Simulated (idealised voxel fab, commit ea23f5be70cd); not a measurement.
Presented below is a process module, voxel air gaps.
The figure presents cross-section cut, which has a width of 245 nm and is divided into square cells with an edge length of 5 nm.
Throughout this document, each cross-section is represented as a grid of square cells and is presented as a sequence of bands enumerated from the top downward, where a band comprises one or more rows of cells.
The entry gives the band's vertical extent as a top height and a bottom height in nm, then its horizontal make-up as materials from left to right, each with a width in nm. "blank" stands for empty space; a single material marked "all across" fills the band edge to edge.
The reference from which all heights are counted is 0, the level beneath which the as-received wafer is entirely one material; the lowest band, having no lower bound, proceeds downward and is written after the example "0 and below".
Graded width ("30 to 40"): value in top row of band = first number; value in bottom row = second number; row-to-row change constant.
Key: "same as before" - step with no changed cell in the cross-section.
Enclosed voids (no open way to top), threshold 8 cells or more, entry "Closed-off voids", notation width x height at distance, distance from left edge, nm.
Whatever follows a step's settings on its line is a remark the simulator itself makes about that step.
Among the settings permitted on a step's line is "overlay nm"; applied to a step with a mask, it specifies the extent to which the mask lay to the right of its planned position, whereas a negative figure signifies a position to the left.

Steps planned for the process
- 1: RECEIVE (material Si)
- 2: CONFORMAL_DEP (material SiO2; thk nm 10)
- 3: CONFORMAL_DEP (material SiCN; thk nm 5)
- 4: DIRECTIONAL_DEP (material SiO2; thk nm 40)
- 5: MASKED_ETCH (tone open; mask id LINES; width nm 25; pitch nm 50; etch materials SiO2; depth nm 40; overlay nm 0)
- 6: CONFORMAL_DEP (material TiN; thk nm 5)
- 7: FILL_DEP (material W; thk nm 5)
- 8: CMP (height nm 55)
- 9: EPI (material Ru; thk nm 10)
- 10: SELECTIVE_ETCH (etch materials SiO2; depth nm 50)
- 11: CONFORMAL_DEP (material SiCN; thk nm 5)

Delivered wafer in cross-section: state after step 1
> 0 and below  Si all across
> Closed-off voids: none

First of two wafers: cross-section at end of module, run per plan
> 70 down to 65  45 blank, then 155 SiCN, then 45 blank
> 65 down to 55  45 blank, then 5 SiCN, then 45 Ru, then 5 SiCN, then 45 Ru, then 5 SiCN, then 45 Ru, then 5 SiCN, then 45 blank
> 55 down to 50  45 blank, then 15 SiCN, then 5 TiN, then 15 W, then 5 TiN, then 25 SiCN, then 5 TiN, then 15 W, then 5 TiN, then 25 SiCN, then 5 TiN, then 15 W, then 5 TiN, then 15 SiCN, then 45 blank
> 50 down to 20  55 blank, then 5 SiCN, then 5 TiN, then 15 W, then 5 TiN, then 5 SiCN, then 15 blank, then 5 SiCN, then 5 TiN, then 15 W, then 5 TiN, then 5 SiCN, then 15 blank, then 5 SiCN, then 5 TiN, then 15 W, then 5 TiN, then 5 SiCN, then 55 blank
> 20 down to 15  60 SiCN, then 25 TiN, then 25 SiCN, then 25 TiN, then 25 SiCN, then 25 TiN, then 60 SiCN
> 15 down to 10  SiCN all across
> 10 down to 0  SiO2 all across
> 0 and below  Si all across
> Closed-off voids: 15 x 30 at 90; 15 x 30 at 140

Second of two wafers, module complete, sectioned: it shares the first wafer's start and plan but was run with one mistake
> 70 down to 65  50 blank, then 155 SiCN, then 40 blank
> 65 down to 55  50 blank, then 5 SiCN, then 45 Ru, then 5 SiCN, then 45 Ru, then 5 SiCN, then 45 Ru, then 5 SiCN, then 40 blank
> 55 down to 50  50 blank, then 15 SiCN, then 5 TiN, then 15 W, then 5 TiN, then 25 SiCN, then 5 TiN, then 15 W, then 5 TiN, then 25 SiCN, then 5 TiN, then 15 W, then 5 TiN, then 15 SiCN, then 40 blank
> 50 down to 20  60 blank, then 5 SiCN, then 5 TiN, then 15 W, then 5 TiN, then 5 SiCN, then 15 blank, then 5 SiCN, then 5 TiN, then 15 W, then 5 TiN, then 5 SiCN, then 15 blank, then 5 SiCN, then 5 TiN, then 15 W, then 5 TiN, then 5 SiCN, then 50 blank
> 20 down to 15  65 SiCN, then 25 TiN, then 25 SiCN, then 25 TiN, then 25 SiCN, then 25 TiN, then 55 SiCN
> 15 down to 10  SiCN all across
> 10 down to 0  SiO2 all across
> 0 and below  Si all across
> Closed-off voids: 15 x 30 at 95; 15 x 30 at 145
Deviation noted in wafer processing: step 5 ran as: MASKED_ETCH (tone open; mask id LINES; width nm 25; pitch nm 50; etch materials SiO2; depth nm 40; overlay nm 5)
End check, second vs first wafer: material counts in cells match, positions do not.
